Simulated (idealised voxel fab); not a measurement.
A process module follows: voxel trench capacitor.
Cross-section cut spans 185 nm and uses square cells 5 nm in size.
If you're reading a cross-section in this doc, picture square cells in a grid; it comes to you as bands, top ones listed first down to the bottom, and a band can be one or more rows of cells.
Each band's line starts with the height of the band's top and of its bottom, in nm. Then come its materials from left to right, each with its width in nm. One material with "everywhere" fills the band from edge to edge. "blank" is empty space.
Heights are measured from 0, the level below which the as-received wafer is all one material; the lowest band has no bottom and continues downward, written as in "0 -> down".
A width given as "30->40" starts at the first number in the band's top row and ends at the second number in its bottom row, shifting by an equal amount at every step from row to row.
You'll sometimes find "no change occurred" written for a step, and that's the way of saying that nowhere in the cross-section did a cell change during that step.
Empty spaces counting at least 8 cells and having no open way to the top are listed in "Sealed cavities". The notation width x height at distance is used for each, the distance being from the left edge and all three values in nm.
On a step's line, text after the settings is the simulator commenting on that step.
overlay nm: right-of-plan distance of the mask on a masked step; negative values mean left-of-plan.
Every pair from here on: before one process step, after it. The after cross-section reaches only to the lowest band that changed. Below the pair: the step in between and its settings. Pairs can belong to different runs of this module on the same starting wafer; a pair carries on from the pair above only if the entry headed "Before this step" says so.

Before this step:
* 0 -> down | Si everywhere
* Sealed cavities: none

Resulting Cross-Section:
* 10 -> 0 | SiN everywhere
* No changes below 0.
* Sealed cavities: none
Between the two cross-sections shown above, the process step is CONFORMAL_DEP | material SiN | thk nm 10

Before this step: identical to the post-step cross-section of the immediately preceding pair.

Resulting Cross-Section:
* 25 -> 10 | resist (25), then blank (15), then resist (25), then blank (15), then resist (25), then blank (15), then resist (25), then blank (15), then resist (25)
* No changes below 10.
* Sealed cavities: none
Between the two cross-sections shown above, the process step is PATTERN | tone open | mask id TRENCH | material resist | width nm 15 | pitch nm 40 | thk nm 15 | overlay nm 0

Before this step: identical to the post-step cross-section of the immediately preceding pair.

Resulting Cross-Section:
* 25 -> 10 | resist (25), then blank (15), then resist (25), then blank (15), then resist (25), then blank (15), then resist (25), then blank (15), then resist (25)
* 10 -> 0 | SiN (25), then blank (15), then SiN (25), then blank (15), then SiN (25), then blank (15), then SiN (25), then blank (15), then SiN (25)
* No changes below 0.
* Sealed cavities: none
Between the two cross-sections shown above, the process step is DIRECTIONAL_ETCH | etch materials SiN | depth nm 10

Before this step: identical to the post-step cross-section of the immediately preceding pair.

Resulting Cross-Section:
* 25 -> 10 | resist (25), then blank (15), then resist (25), then blank (15), then resist (25), then blank (15), then resist (25), then blank (15), then resist (25)
* 10 -> 0 | SiN (25), then blank (15), then SiN (25), then blank (15), then SiN (25), then blank (15), then SiN (25), then blank (15), then SiN (25)
* 0 -> -30 | Si (25), then blank (15), then Si (25), then blank (15), then Si (25), then blank (15), then Si (25), then blank (15), then Si (25)
* No changes below -30.
* Sealed cavities: none
Between the two cross-sections shown above, the process step is DIRECTIONAL_ETCH | etch materials Si | depth nm 30

Before this step: identical to the post-step cross-section of the immediately preceding pair.

Resulting Cross-Section:
* 10 -> 0 | SiN (25), then blank (15), then SiN (25), then blank (15), then SiN (25), then blank (15), then SiN (25), then blank (15), then SiN (25)
* No changes below 0.
* Sealed cavities: none
Between the two cross-sections shown above, the process step is STRIP | etch materials resist

Before this step: identical to the post-step cross-section of the immediately preceding pair.

Resulting Cross-Section:
* 15 -> 10 | Al2O3 (30), then blank (5), then Al2O3 (35), then blank (5), then Al2O3 (35), then blank (5), then Al2O3 (35), then blank (5), then Al2O3 (30)
* 10 -> 0 | SiN (25), then Al2O3 (5), then blank (5), then Al2O3 (5), then SiN (25), then Al2O3 (5), then blank (5), then Al2O3 (5), then SiN (25), then Al2O3 (5), then blank (5), then Al2O3 (5), then SiN (25), then Al2O3 (5), then blank (5), then Al2O3 (5), then SiN (25)
* 0 -> -25 | Si (25), then Al2O3 (5), then blank (5), then Al2O3 (5), then Si (25), then Al2O3 (5), then blank (5), then Al2O3 (5), then Si (25), then Al2O3 (5), then blank (5), then Al2O3 (5), then Si (25), then Al2O3 (5), then blank (5), then Al2O3 (5), then Si (25)
* -25 -> -30 | Si (25), then Al2O3 (15), then Si (25), then Al2O3 (15), then Si (25), then Al2O3 (15), then Si (25), then Al2O3 (15), then Si (25)
* No changes below -30.
* Sealed cavities: none
Between the two cross-sections shown above, the process step is CONFORMAL_DEP | material Al2O3 | thk nm 5

Before this step: identical to the post-step cross-section of the immediately preceding pair.

Resulting Cross-Section:
* 20 -> 15 | polySi everywhere
* 15 -> 10 | Al2O3 (30), then polySi (5), then Al2O3 (35), then polySi (5), then Al2O3 (35), then polySi (5), then Al2O3 (35), then polySi (5), then Al2O3 (30)
* 10 -> 0 | SiN (25), then Al2O3 (5), then polySi (5), then Al2O3 (5), then SiN (25), then Al2O3 (5), then polySi (5), then Al2O3 (5), then SiN (25), then Al2O3 (5), then polySi (5), then Al2O3 (5), then SiN (25), then Al2O3 (5), then polySi (5), then Al2O3 (5), then SiN (25)
* 0 -> -25 | Si (25), then Al2O3 (5), then polySi (5), then Al2O3 (5), then Si (25), then Al2O3 (5), then polySi (5), then Al2O3 (5), then Si (25), then Al2O3 (5), then polySi (5), then Al2O3 (5), then Si (25), then Al2O3 (5), then polySi (5), then Al2O3 (5), then Si (25)
* No changes below -25.
* Sealed cavities: none
Between the two cross-sections shown above, the process step is FILL_DEP | material polySi | thk nm 5

Before this step: identical to the post-step cross-section of the immediately preceding pair.

Resulting Cross-Section:
* 10 -> 0 | SiN (25), then Al2O3 (5), then polySi (5), then Al2O3 (5), then SiN (25), then Al2O3 (5), then polySi (5), then Al2O3 (5), then SiN (25), then Al2O3 (5), then polySi (5), then Al2O3 (5), then SiN (25), then Al2O3 (5), then polySi (5), then Al2O3 (5), then SiN (25)
* No changes below 0.
* Sealed cavities: none
Between the two cross-sections shown above, the process step is CMP | height nm 10

Before this step:
* 25 -> 10 | resist (25), then blank (15), then resist (25), then blank (15), then resist (25), then blank (15), then resist (25), then blank (15), then resist (25)
* 10 -> 0 | SiN (25), then blank (15), then SiN (25), then blank (15), then SiN (25), then blank (15), then SiN (25), then blank (15), then SiN (25)
* 0 -> -30 | Si (25), then blank (15), then Si (25), then blank (15), then Si (25), then blank (15), then Si (25), then blank (15), then Si (25)
* -30 -> down | Si everywhere
* Sealed cavities: none

Resulting Cross-Section:
* 25 -> 10 | resist (25), then blank (15), then resist (25), then blank (15), then resist (25), then blank (15), then resist (25), then blank (15), then resist (25)
* 10 -> 0 | SiN (25), then blank (15), then SiN (25), then blank (15), then SiN (25), then blank (15), then SiN (25), then blank (15), then SiN (25)
* 0 -> -60 | Si (25), then blank (15), then Si (25), then blank (15), then Si (25), then blank (15), then Si (25), then blank (15), then Si (25)
* No changes below -60.
* Sealed cavities: none
Between the two cross-sections shown above, the process step is DIRECTIONAL_ETCH | etch materials Si | depth nm 30

Before this step: identical to the post-step cross-section of the immediately preceding pair.

Resulting Cross-Section:
* 10 -> 0 | SiN (25), then blank (15), then SiN (25), then blank (15), then SiN (25), then blank (15), then SiN (25), then blank (15), then SiN (25)
* No changes below 0.
* Sealed cavities: none
Between the two cross-sections shown above, the process step is STRIP | etch materials resist

Before this step: identical to the post-step cross-section of the immediately preceding pair.

Resulting Cross-Section:
* 15 -> 10 | Al2O3 (30), then blank (5), then Al2O3 (35), then blank (5), then Al2O3 (35), then blank (5), then Al2O3 (35), then blank (5), then Al2O3 (30)
* 10 -> 0 | SiN (25), then Al2O3 (5), then blank (5), then Al2O3 (5), then SiN (25), then Al2O3 (5), then blank (5), then Al2O3 (5), then SiN (25), then Al2O3 (5), then blank (5), then Al2O3 (5), then SiN (25), then Al2O3 (5), then blank (5), then Al2O3 (5), then SiN (25)
* 0 -> -55 | Si (25), then Al2O3 (5), then blank (5), then Al2O3 (5), then Si (25), then Al2O3 (5), then blank (5), then Al2O3 (5), then Si (25), then Al2O3 (5), then blank (5), then Al2O3 (5), then Si (25), then Al2O3 (5), then blank (5), then Al2O3 (5), then Si (25)
* -55 -> -60 | Si (25), then Al2O3 (15), then Si (25), then Al2O3 (15), then Si (25), then Al2O3 (15), then Si (25), then Al2O3 (15), then Si (25)
* No changes below -60.
* Sealed cavities: none
Between the two cross-sections shown above, the process step is CONFORMAL_DEP | material Al2O3 | thk nm 5

Before this step: identical to the post-step cross-section of the immediately preceding pair.

Resulting Cross-Section:
* 20 -> 15 | polySi everywhere
* 15 -> 10 | Al2O3 (30), then polySi (5), then Al2O3 (35), then polySi (5), then Al2O3 (35), then polySi (5), then Al2O3 (35), then polySi (5), then Al2O3 (30)
* 10 -> 0 | SiN (25), then Al2O3 (5), then polySi (5), then Al2O3 (5), then SiN (25), then Al2O3 (5), then polySi (5), then Al2O3 (5), then SiN (25), then Al2O3 (5), then polySi (5), then Al2O3 (5), then SiN (25), then Al2O3 (5), then polySi (5), then Al2O3 (5), then SiN (25)
* 0 -> -55 | Si (25), then Al2O3 (5), then polySi (5), then Al2O3 (5), then Si (25), then Al2O3 (5), then polySi (5), then Al2O3 (5), then Si (25), then Al2O3 (5), then polySi (5), then Al2O3 (5), then Si (25), then Al2O3 (5), then polySi (5), then Al2O3 (5), then Si (25)
* No changes below -55.
* Sealed cavities: none
Between the two cross-sections shown above, the process step is FILL_DEP | material polySi | thk nm 5

Before this step: identical to the post-step cross-section of the immediately preceding pair.

Resulting Cross-Section:
* 10 -> 0 | SiN (25), then Al2O3 (5), then polySi (5), then Al2O3 (5), then SiN (25), then Al2O3 (5), then polySi (5), then Al2O3 (5), then SiN (25), then Al2O3 (5), then polySi (5), then Al2O3 (5), then SiN (25), then Al2O3 (5), then polySi (5), then Al2O3 (5), then SiN (25)
* No changes below 0.
* Sealed cavities: none
Between the two cross-sections shown above, the process step is CMP | height nm 10

Before this step:
* 25 -> 10 | resist (25), then blank (15), then resist (25), then blank (15), then resist (25), then blank (15), then resist (25), then blank (15), then resist (25)
* 10 -> 0 | SiN (25), then blank (15), then SiN (25), then blank (15), then SiN (25), then blank (15), then SiN (25), then blank (15), then SiN (25)
* 0 -> down | Si everywhere
* Sealed cavities: none

Resulting Cross-Section:
* 10 -> 0 | SiN (25), then blank (15), then SiN (25), then blank (15), then SiN (25), then blank (15), then SiN (25), then blank (15), then SiN (25)
* No changes below 0.
* Sealed cavities: none
Between the two cross-sections shown above, the process step is STRIP | etch materials resist

Before this step: identical to the post-step cross-section of the immediately preceding pair.

Resulting Cross-Section:
* 10 -> 0 | SiN (25), then blank (15), then SiN (25), then blank (15), then SiN (25), then blank (15), then SiN (25), then blank (15), then SiN (25)
* 0 -> -30 | Si (25), then blank (15), then Si (25), then blank (15), then Si (25), then blank (15), then Si (25), then blank (15), then Si (25)
* No changes below -30.
* Sealed cavities: none
Between the two cross-sections shown above, the process step is DIRECTIONAL_ETCH | etch materials Si | depth nm 30

Before this step:
* 25 -> 10 | resist (25), then blank (15), then resist (25), then blank (15), then resist (25), then blank (15), then resist (25), then blank (15), then resist (25)
* 10 -> 0 | SiN (25), then blank (15), then SiN (25), then blank (15), then SiN (25), then blank (15), then SiN (25), then blank (15), then SiN (25)
* 0 -> down | Si everywhere
* Sealed cavities: none

Resulting Cross-Section:
* 25 -> 10 | resist (25), then blank (15), then resist (25), then blank (15), then resist (25), then blank (15), then resist (25), then blank (15), then resist (25)
* 10 -> 0 | SiN (25), then blank (15), then SiN (25), then blank (15), then SiN (25), then blank (15), then SiN (25), then blank (15), then SiN (25)
* 0 -> -20 | Si (25), then blank (15), then Si (25), then blank (15), then Si (25), then blank (15), then Si (25), then blank (15), then Si (25)
* No changes below -20.
* Sealed cavities: none
Between the two cross-sections shown above, the process step is DIRECTIONAL_ETCH | etch materials Si | depth nm 20

Before this step: identical to the post-step cross-section of the immediately preceding pair.

Resulting Cross-Section:
* 10 -> 0 | SiN (25), then blank (15), then SiN (25), then blank (15), then SiN (25), then blank (15), then SiN (25), then blank (15), then SiN (25)
* No changes below 0.
* Sealed cavities: none
Between the two cross-sections shown above, the process step is STRIP | etch materials resist

Before this step: identical to the post-step cross-section of the immediately preceding pair.

Resulting Cross-Section:
* 15 -> 10 | Al2O3 (30), then blank (5), then Al2O3 (35), then blank (5), then Al2O3 (35), then blank (5), then Al2O3 (35), then blank (5), then Al2O3 (30)
* 10 -> 0 | SiN (25), then Al2O3 (5), then blank (5), then Al2O3 (5), then SiN (25), then Al2O3 (5), then blank (5), then Al2O3 (5), then SiN (25), then Al2O3 (5), then blank (5), then Al2O3 (5), then SiN (25), then Al2O3 (5), then blank (5), then Al2O3 (5), then SiN (25)
* 0 -> -15 | Si (25), then Al2O3 (5), then blank (5), then Al2O3 (5), then Si (25), then Al2O3 (5), then blank (5), then Al2O3 (5), then Si (25), then Al2O3 (5), then blank (5), then Al2O3 (5), then Si (25), then Al2O3 (5), then blank (5), then Al2O3 (5), then Si (25)
* -15 -> -20 | Si (25), then Al2O3 (15), then Si (25), then Al2O3 (15), then Si (25), then Al2O3 (15), then Si (25), then Al2O3 (15), then Si (25)
* No changes below -20.
* Sealed cavities: none
Between the two cross-sections shown above, the process step is CONFORMAL_DEP | material Al2O3 | thk nm 5

Before this step: identical to the post-step cross-section of the immediately preceding pair.

Resulting Cross-Section:
* 20 -> 15 | polySi everywhere
* 15 -> 10 | Al2O3 (30), then polySi (5), then Al2O3 (35), then polySi (5), then Al2O3 (35), then polySi (5), then Al2O3 (35), then polySi (5), then Al2O3 (30)
* 10 -> 0 | SiN (25), then Al2O3 (5), then polySi (5), then Al2O3 (5), then SiN (25), then Al2O3 (5), then polySi (5), then Al2O3 (5), then SiN (25), then Al2O3 (5), then polySi (5), then Al2O3 (5), then SiN (25), then Al2O3 (5), then polySi (5), then Al2O3 (5), then SiN (25)
* 0 -> -15 | Si (25), then Al2O3 (5), then polySi (5), then Al2O3 (5), then Si (25), then Al2O3 (5), then polySi (5), then Al2O3 (5), then Si (25), then Al2O3 (5), then polySi (5), then Al2O3 (5), then Si (25), then Al2O3 (5), then polySi (5), then Al2O3 (5), then Si (25)
* No changes below -15.
* Sealed cavities: none
Between the two cross-sections shown above, the process step is FILL_DEP | material polySi | thk nm 5

Before this step: identical to the post-step cross-section of the immediately preceding pair.

Resulting Cross-Section:
* 10 -> 0 | SiN (25), then Al2O3 (5), then polySi (5), then Al2O3 (5), then SiN (25), then Al2O3 (5), then polySi (5), then Al2O3 (5), then SiN (25), then Al2O3 (5), then polySi (5), then Al2O3 (5), then SiN (25), then Al2O3 (5), then polySi (5), then Al2O3 (5), then SiN (25)
* No changes below 0.
* Sealed cavities: none
Between the two cross-sections shown above, the process step is CMP | height nm 10

Before this step:
* 10 -> 0 | SiN everywhere
* 0 -> down | Si everywhere
* Sealed cavities: none

Resulting Cross-Section:
* 25 -> 10 | resist (25), then blank (20), then resist (20), then blank (20), then resist (20), then blank (20), then resist (20), then blank (20), then resist (20)
* No changes below 10.
* Sealed cavities: none
Between the two cross-sections shown above, the process step is PATTERN | tone open | mask id TRENCH | material resist | width nm 20 | pitch nm 40 | thk nm 15 | overlay nm 0

Before this step: identical to the post-step cross-section of the immediately preceding pair.

Resulting Cross-Section:
* 25 -> 10 | resist (25), then blank (20), then resist (20), then blank (20), then resist (20), then blank (20), then resist (20), then blank (20), then resist (20)
* 10 -> 0 | SiN (25), then blank (20), then SiN (20), then blank (20), then SiN (20), then blank (20), then SiN (20), then blank (20), then SiN (20)
* No changes below 0.
* Sealed cavities: none
Between the two cross-sections shown above, the process step is DIRECTIONAL_ETCH | etch materials SiN | depth nm 10

Before this step: identical to the post-step cross-section of the immediately preceding pair.

Resulting Cross-Section:
* 25 -> 10 | resist (25), then blank (20), then resist (20), then blank (20), then resist (20), then blank (20), then resist (20), then blank (20), then resist (20)
* 10 -> 0 | SiN (25), then blank (20), then SiN (20), then blank (20), then SiN (20), then blank (20), then SiN (20), then blank (20), then SiN (20)
* 0 -> -30 | Si (25), then blank (20), then Si (20), then blank (20), then Si (20), then blank (20), then Si (20), then blank (20), then Si (20)
* No changes below -30.
* Sealed cavities: none
Between the two cross-sections shown above, the process step is DIRECTIONAL_ETCH | etch materials Si | depth nm 30

Before this step: identical to the post-step cross-section of the immediately preceding pair.

Resulting Cross-Section:
* 10 -> 0 | SiN (25), then blank (20), then SiN (20), then blank (20), then SiN (20), then blank (20), then SiN (20), then blank (20), then SiN (20)
* No changes below 0.
* Sealed cavities: none
Between the two cross-sections shown above, the process step is STRIP | etch materials resist

Before this step: identical to the post-step cross-section of the immediately preceding pair.

Resulting Cross-Section:
* 15 -> 10 | Al2O3 (30), then blank (10), then Al2O3 (30), then blank (10), then Al2O3 (30), then blank (10), then Al2O3 (30), then blank (10), then Al2O3 (25)
* 10 -> 0 | SiN (25), then Al2O3 (5), then blank (10), then Al2O3 (5), then SiN (20), then Al2O3 (5), then blank (10), then Al2O3 (5), then SiN (20), then Al2O3 (5), then blank (10), then Al2O3 (5), then SiN (20), then Al2O3 (5), then blank (10), then Al2O3 (5), then SiN (20)
* 0 -> -25 | Si (25), then Al2O3 (5), then blank (10), then Al2O3 (5), then Si (20), then Al2O3 (5), then blank (10), then Al2O3 (5), then Si (20), then Al2O3 (5), then blank (10), then Al2O3 (5), then Si (20), then Al2O3 (5), then blank (10), then Al2O3 (5), then Si (20)
* -25 -> -30 | Si (25), then Al2O3 (20), then Si (20), then Al2O3 (20), then Si (20), then Al2O3 (20), then Si (20), then Al2O3 (20), then Si (20)
* No changes below -30.
* Sealed cavities: none
Between the two cross-sections shown above, the process step is CONFORMAL_DEP | material Al2O3 | thk nm 5

Before this step: identical to the post-step cross-section of the immediately preceding pair.

Resulting Cross-Section:
* 20 -> 15 | polySi everywhere
* 15 -> 10 | Al2O3 (30), then polySi (10), then Al2O3 (30), then polySi (10), then Al2O3 (30), then polySi (10), then Al2O3 (30), then polySi (10), then Al2O3 (25)
* 10 -> 0 | SiN (25), then Al2O3 (5), then polySi (10), then Al2O3 (5), then SiN (20), then Al2O3 (5), then polySi (10), then Al2O3 (5), then SiN (20), then Al2O3 (5), then polySi (10), then Al2O3 (5), then SiN (20), then Al2O3 (5), then polySi (10), then Al2O3 (5), then SiN (20)
* 0 -> -25 | Si (25), then Al2O3 (5), then polySi (10), then Al2O3 (5), then Si (20), then Al2O3 (5), then polySi (10), then Al2O3 (5), then Si (20), then Al2O3 (5), then polySi (10), then Al2O3 (5), then Si (20), then Al2O3 (5), then polySi (10), then Al2O3 (5), then Si (20)
* No changes below -25.
* Sealed cavities: none
Between the two cross-sections shown above, the process step is FILL_DEP | material polySi | thk nm 5

Before this step: identical to the post-step cross-section of the immediately preceding pair.

Resulting Cross-Section:
* 10 -> 0 | SiN (25), then Al2O3 (5), then polySi (10), then Al2O3 (5), then SiN (20), then Al2O3 (5), then polySi (10), then Al2O3 (5), then SiN (20), then Al2O3 (5), then polySi (10), then Al2O3 (5), then SiN (20), then Al2O3 (5), then polySi (10), then Al2O3 (5), then SiN (20)
* No changes below 0.
* Sealed cavities: none
Between the two cross-sections shown above, the process step is CMP | height nm 10

Before this step:
* 10 -> 0 | SiN everywhere
* 0 -> down | Si everywhere
* Sealed cavities: none

Resulting Cross-Section:
* 25 -> 10 | resist (20), then blank (15), then resist (25), then blank (15), then resist (25), then blank (15), then resist (25), then blank (15), then resist (30)
* No changes below 10.
* Sealed cavities: none
Between the two cross-sections shown above, the process step is PATTERN | tone open | mask id TRENCH | material resist | width nm 15 | pitch nm 40 | thk nm 15 | overlay nm -5

Before this step: identical to the post-step cross-section of the immediately preceding pair.

Resulting Cross-Section:
* 25 -> 10 | resist (20), then blank (15), then resist (25), then blank (15), then resist (25), then blank (15), then resist (25), then blank (15), then resist (30)
* 10 -> 0 | SiN (20), then blank (15), then SiN (25), then blank (15), then SiN (25), then blank (15), then SiN (25), then blank (15), then SiN (30)
* No changes below 0.
* Sealed cavities: none
Between the two cross-sections shown above, the process step is DIRECTIONAL_ETCH | etch materials SiN | depth nm 10

Before this step: identical to the post-step cross-section of the immediately preceding pair.

Resulting Cross-Section:
* 25 -> 10 | resist (20), then blank (15), then resist (25), then blank (15), then resist (25), then blank (15), then resist (25), then blank (15), then resist (30)
* 10 -> 0 | SiN (20), then blank (15), then SiN (25), then blank (15), then SiN (25), then blank (15), then SiN (25), then blank (15), then SiN (30)
* 0 -> -30 | Si (20), then blank (15), then Si (25), then blank (15), then Si (25), then blank (15), then Si (25), then blank (15), then Si (30)
* No changes below -30.
* Sealed cavities: none
Between the two cross-sections shown above, the process step is DIRECTIONAL_ETCH | etch materials Si | depth nm 30

Before this step: identical to the post-step cross-section of the immediately preceding pair.

Resulting Cross-Section:
* 10 -> 0 | SiN (20), then blank (15), then SiN (25), then blank (15), then SiN (25), then blank (15), then SiN (25), then blank (15), then SiN (30)
* No changes below 0.
* Sealed cavities: none
Between the two cross-sections shown above, the process step is STRIP | etch materials resist

Before this step: identical to the post-step cross-section of the immediately preceding pair.

Resulting Cross-Section:
* 15 -> 10 | Al2O3 (25), then blank (5), then Al2O3 (35), then blank (5), then Al2O3 (35), then blank (5), then Al2O3 (35), then blank (5), then Al2O3 (35)
* 10 -> 0 | SiN (20), then Al2O3 (5), then blank (5), then Al2O3 (5), then SiN (25), then Al2O3 (5), then blank (5), then Al2O3 (5), then SiN (25), then Al2O3 (5), then blank (5), then Al2O3 (5), then SiN (25), then Al2O3 (5), then blank (5), then Al2O3 (5), then SiN (30)
* 0 -> -25 | Si (20), then Al2O3 (5), then blank (5), then Al2O3 (5), then Si (25), then Al2O3 (5), then blank (5), then Al2O3 (5), then Si (25), then Al2O3 (5), then blank (5), then Al2O3 (5), then Si (25), then Al2O3 (5), then blank (5), then Al2O3 (5), then Si (30)
* -25 -> -30 | Si (20), then Al2O3 (15), then Si (25), then Al2O3 (15), then Si (25), then Al2O3 (15), then Si (25), then Al2O3 (15), then Si (30)
* No changes below -30.
* Sealed cavities: none
Between the two cross-sections shown above, the process step is CONFORMAL_DEP | material Al2O3 | thk nm 5

Before this step: identical to the post-step cross-section of the immediately preceding pair.

Resulting Cross-Section:
* 20 -> 15 | polySi everywhere
* 15 -> 10 | Al2O3 (25), then polySi (5), then Al2O3 (35), then polySi (5), then Al2O3 (35), then polySi (5), then Al2O3 (35), then polySi (5), then Al2O3 (35)
* 10 -> 0 | SiN (20), then Al2O3 (5), then polySi (5), then Al2O3 (5), then SiN (25), then Al2O3 (5), then polySi (5), then Al2O3 (5), then SiN (25), then Al2O3 (5), then polySi (5), then Al2O3 (5), then SiN (25), then Al2O3 (5), then polySi (5), then Al2O3 (5), then SiN (30)
* 0 -> -25 | Si (20), then Al2O3 (5), then polySi (5), then Al2O3 (5), then Si (25), then Al2O3 (5), then polySi (5), then Al2O3 (5), then Si (25), then Al2O3 (5), then polySi (5), then Al2O3 (5), then Si (25), then Al2O3 (5), then polySi (5), then Al2O3 (5), then Si (30)
* No changes below -25.
* Sealed cavities: none
Between the two cross-sections shown above, the process step is FILL_DEP | material polySi | thk nm 5

Before this step: identical to the post-step cross-section of the immediately preceding pair.

Resulting Cross-Section:
* 10 -> 0 | SiN (20), then Al2O3 (5), then polySi (5), then Al2O3 (5), then SiN (25), then Al2O3 (5), then polySi (5), then Al2O3 (5), then SiN (25), then Al2O3 (5), then polySi (5), then Al2O3 (5), then SiN (25), then Al2O3 (5), then polySi (5), then Al2O3 (5), then SiN (30)
* No changes below 0.
* Sealed cavities: none
Between the two cross-sections shown above, the process step is CMP | height nm 10

Before this step:
* 10 -> 0 | SiN (25), then blank (15), then SiN (25), then blank (15), then SiN (25), then blank (15), then SiN (25), then blank (15), then SiN (25)
* 0 -> -30 | Si (25), then blank (15), then Si (25), then blank (15), then Si (25), then blank (15), then Si (25), then blank (15), then Si (25)
* -30 -> down | Si everywhere
* Sealed cavities: none

Resulting Cross-Section:
* 15 -> 0 | SiN (30), then blank (5), then SiN (35), then blank (5), then SiN (35), then blank (5), then SiN (35), then blank (5), then SiN (30)
* 0 -> -25 | Si (25), then SiN (5), then blank (5), then SiN (5), then Si (25), then SiN (5), then blank (5), then SiN (5), then Si (25), then SiN (5), then blank (5), then SiN (5), then Si (25), then SiN (5), then blank (5), then SiN (5), then Si (25)
* -25 -> -30 | Si (25), then SiN (15), then Si (25), then SiN (15), then Si (25), then SiN (15), then Si (25), then SiN (15), then Si (25)
* No changes below -30.
* Sealed cavities: none
Between the two cross-sections shown above, the process step is CONFORMAL_DEP | material SiN | thk nm 5

Before this step: identical to the post-step cross-section of the immediately preceding pair.

Resulting Cross-Section:
* 20 -> 15 | polySi everywhere
* 15 -> 0 | SiN (30), then polySi (5), then SiN (35), then polySi (5), then SiN (35), then polySi (5), then SiN (35), then polySi (5), then SiN (30)
* 0 -> -25 | Si (25), then SiN (5), then polySi (5), then SiN (5), then Si (25), then SiN (5), then polySi (5), then SiN (5), then Si (25), then SiN (5), then polySi (5), then SiN (5), then Si (25), then SiN (5), then polySi (5), then SiN (5), then Si (25)
* No changes below -25.
* Sealed cavities: none
Between the two cross-sections shown above, the process step is FILL_DEP | material polySi | thk nm 5

Before this step: identical to the post-step cross-section of the immediately preceding pair.

Resulting Cross-Section:
* 10 -> 0 | SiN (30), then polySi (5), then SiN (35), then polySi (5), then SiN (35), then polySi (5), then SiN (35), then polySi (5), then SiN (30)
* No changes below 0.
* Sealed cavities: none
Between the two cross-sections shown above, the process step is CMP | height nm 10

Before this step:
* 10 -> 0 | SiN everywhere
* 0 -> down | Si everywhere
* Sealed cavities: none

Resulting Cross-Section:
* 25 -> 10 | blank (25), then resist (15), then blank (25), then resist (15), then blank (25), then resist (15), then blank (25), then resist (15), then blank (25)
* No changes below 10.
* Sealed cavities: none
Between the two cross-sections shown above, the process step is PATTERN | tone cover | mask id TRENCH | material resist | width nm 15 | pitch nm 40 | thk nm 15 | overlay nm 0

Before this step: identical to the post-step cross-section of the immediately preceding pair.

Resulting Cross-Section:
* 25 -> 10 | blank (25), then resist (15), then blank (25), then resist (15), then blank (25), then resist (15), then blank (25), then resist (15), then blank (25)
* 10 -> 0 | blank (25), then SiN (15), then blank (25), then SiN (15), then blank (25), then SiN (15), then blank (25), then SiN (15), then blank (25)
* No changes below 0.
* Sealed cavities: none
Between the two cross-sections shown above, the process step is DIRECTIONAL_ETCH | etch materials SiN | depth nm 10

Before this step: identical to the post-step cross-section of the immediately preceding pair.

Resulting Cross-Section:
* 25 -> 10 | blank (25), then resist (15), then blank (25), then resist (15), then blank (25), then resist (15), then blank (25), then resist (15), then blank (25)
* 10 -> 0 | blank (25), then SiN (15), then blank (25), then SiN (15), then blank (25), then SiN (15), then blank (25), then SiN (15), then blank (25)
* 0 -> -30 | blank (25), then Si (15), then blank (25), then Si (15), then blank (25), then Si (15), then blank (25), then Si (15), then blank (25)
* No changes below -30.
* Sealed cavities: none
Between the two cross-sections shown above, the process step is DIRECTIONAL_ETCH | etch materials Si | depth nm 30

Before this step: identical to the post-step cross-section of the immediately preceding pair.

Resulting Cross-Section:
* 10 -> 0 | blank (25), then SiN (15), then blank (25), then SiN (15), then blank (25), then SiN (15), then blank (25), then SiN (15), then blank (25)
* No changes below 0.
* Sealed cavities: none
Between the two cross-sections shown above, the process step is STRIP | etch materials resist

Before this step: identical to the post-step cross-section of the immediately preceding pair.

Resulting Cross-Section:
* 15 -> 10 | blank (20), then Al2O3 (25), then blank (15), then Al2O3 (25), then blank (15), then Al2O3 (25), then blank (15), then Al2O3 (25), then blank (20)
* 10 -> 0 | blank (20), then Al2O3 (5), then SiN (15), then Al2O3 (5), then blank (15), then Al2O3 (5), then SiN (15), then Al2O3 (5), then blank (15), then Al2O3 (5), then SiN (15), then Al2O3 (5), then blank (15), then Al2O3 (5), then SiN (15), then Al2O3 (5), then blank (20)
* 0 -> -25 | blank (20), then Al2O3 (5), then Si (15), then Al2O3 (5), then blank (15), then Al2O3 (5), then Si (15), then Al2O3 (5), then blank (15), then Al2O3 (5), then Si (15), then Al2O3 (5), then blank (15), then Al2O3 (5), then Si (15), then Al2O3 (5), then blank (20)
* -25 -> -30 | Al2O3 (25), then Si (15), then Al2O3 (25), then Si (15), then Al2O3 (25), then Si (15), then Al2O3 (25), then Si (15), then Al2O3 (25)
* No changes below -30.
* Sealed cavities: none
Between the two cross-sections shown above, the process step is CONFORMAL_DEP | material Al2O3 | thk nm 5

Before this step: identical to the post-step cross-section of the immediately preceding pair.

Resulting Cross-Section:
* 20 -> 15 | polySi everywhere
* 15 -> 10 | polySi (20), then Al2O3 (25), then polySi (15), then Al2O3 (25), then polySi (15), then Al2O3 (25), then polySi (15), then Al2O3 (25), then polySi (20)
* 10 -> 0 | polySi (20), then Al2O3 (5), then SiN (15), then Al2O3 (5), then polySi (15), then Al2O3 (5), then SiN (15), then Al2O3 (5), then polySi (15), then Al2O3 (5), then SiN (15), then Al2O3 (5), then polySi (15), then Al2O3 (5), then SiN (15), then Al2O3 (5), then polySi (20)
* 0 -> -25 | polySi (20), then Al2O3 (5), then Si (15), then Al2O3 (5), then polySi (15), then Al2O3 (5), then Si (15), then Al2O3 (5), then polySi (15), then Al2O3 (5), then Si (15), then Al2O3 (5), then polySi (15), then Al2O3 (5), then Si (15), then Al2O3 (5), then polySi (20)
* No changes below -25.
* Sealed cavities: none
Between the two cross-sections shown above, the process step is FILL_DEP | material polySi | thk nm 5

Before this step: identical to the post-step cross-section of the immediately preceding pair.

Resulting Cross-Section:
* 10 -> 0 | polySi (20), then Al2O3 (5), then SiN (15), then Al2O3 (5), then polySi (15), then Al2O3 (5), then SiN (15), then Al2O3 (5), then polySi (15), then Al2O3 (5), then SiN (15), then Al2O3 (5), then polySi (15), then Al2O3 (5), then SiN (15), then Al2O3 (5), then polySi (20)
* No changes below 0.
* Sealed cavities: none
Between the two cross-sections shown above, the process step is CMP | height nm 10
